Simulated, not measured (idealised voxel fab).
process module | voxel plated lines
cross-section cut | 225 nm wide | cells 5 nm
A cross-section is a grid of square cells, given in bands from the top down. A band is one or more rows of cells.
Each band's line starts with the height of the band's top and of its bottom, in nm. Then come its materials from left to right, each with its width in nm. One material with "throughout" fills the band from edge to edge. "air" is empty space.
Height 0 is the level under which the wafer as received is all one material. The lowest band goes on downwards, as in "0 down".
A width such as "30 to 40" changes by the same amount from each row of cells to the next, from the band's top row to its bottom row.
"no change" after a step means that no cell of the cross-section changed.
closed voids: empty space of 8 cells or more with no open way to the top, each as width x height at its distance from the left edge, in nm
after a step's settings: what the simulator itself notes on the step
overlay nm, on a step with a mask: how far to the right of its planned place the mask lay; to the left if negative
plan
1 op RECEIVE | material Si
2 op CONFORMAL_DEP | material Al2O3 | thk nm 5
3 op DIRECTIONAL_DEP | material TiN | thk nm 5
4 op PATTERN | tone open | mask id LINES | material resist | width nm 20 | pitch nm 45 | thk nm 30 | overlay nm 0
5 op EPI | material Ru | thk nm 5
6 op EPI | material Ru | thk nm 5
7 op STRIP | etch materials resist
8 op DIRECTIONAL_ETCH | etch materials TiN | depth nm 5
9 op CONFORMAL_DEP | material SiN | thk nm 10
as received, after step 1
  0 down: Si throughout
  closed voids: none
a wafer at the end: this start, this plan, one mistake
  30 to 20: air 60 | SiN 40 | air 5 | SiN 40 | air 80
  20 to 15: air 60 | SiN 10 | Ru 20 | SiN 10 | air 5 | SiN 10 | Ru 20 | SiN 10 | air 80
  15 to 10: SiN 70 | Ru 20 | SiN 25 | Ru 20 | SiN 90
  10 to 5: SiN 70 | TiN 20 | SiN 25 | TiN 20 | SiN 90
  5 to 0: Al2O3 throughout
  0 down: Si throughout
  closed voids: none
what went wrong: step 4 ran as: op PATTERN | tone open | mask id LINES | material resist | width nm 20 | pitch nm 45 | thk nm 30 | overlay nm -10
